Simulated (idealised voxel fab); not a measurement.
process module | voxel spacer lines
cross-section cut | 180 nm wide | cells 5 nm
A cross-section is a grid of square cells, given in bands from the top down. A band is one or more rows of cells.
Each band's line starts with the height of the band's top and of its bottom, in nm. Then come its materials from left to right, each with its width in nm. One material with "throughout" fills the band from edge to edge. "air" is empty space.
Height 0 is the level under which the wafer as received is all one material. The lowest band goes on downwards, as in "0 down".
A width such as "30 to 40" changes by the same amount from each row of cells to the next, from the band's top row to its bottom row.
"no change" after a step means that no cell of the cross-section changed.
closed voids: empty space of 8 cells or more with no open way to the top, each as width x height at its distance from the left edge, in nm
after a step's settings: what the simulator itself notes on the step
overlay nm, on a step with a mask: how far to the right of its planned place the mask lay; to the left if negative
plan
1 op RECEIVE | material Si
2 op CONFORMAL_DEP | material Al2O3 | thk nm 10
3 op DIRECTIONAL_DEP | material TiN | thk nm 10
4 op DIRECTIONAL_DEP | material aC | thk nm 30
5 op PATTERN | tone cover | mask id MANDREL | material resist | width nm 25 | pitch nm 70 | thk nm 35 | overlay nm 0
6 op DIRECTIONAL_ETCH | etch materials aC | depth nm 30
7 op STRIP | etch materials resist
8 op CONFORMAL_DEP | material SiN | thk nm 10
9 op DIRECTIONAL_ETCH | etch materials SiN | depth nm 10
10 op STRIP | etch materials aC
11 op DIRECTIONAL_ETCH | etch materials TiN | depth nm 10
12 op STRIP | etch materials SiN
13 op FILL_DEP | material lowk | thk nm 10
14 op CMP | height nm 20
as received, after step 1
  0 down: Si throughout
  closed voids: none
first wafer at the end, as planned
  20 to 10: lowk 30 | TiN 10 | lowk 25 | TiN 10 | lowk 25 | TiN 10 | lowk 25 | TiN 10 | lowk 35
  10 to 0: Al2O3 throughout
  0 down: Si throughout
  closed voids: none
second wafer at the end: like start, like plan, one mistake
  20 to 10: lowk 40 | TiN 10 | lowk 25 | TiN 10 | lowk 25 | TiN 10 | lowk 25 | TiN 10 | lowk 25
  10 to 0: Al2O3 throughout
  0 down: Si throughout
  closed voids: none
what went wrong: step 5 ran as: op PATTERN | tone cover | mask id MANDREL | material resist | width nm 25 | pitch nm 70 | thk nm 35 | overlay nm 10
at the end the second wafer has, in cells: as many of each material as the first, in other places
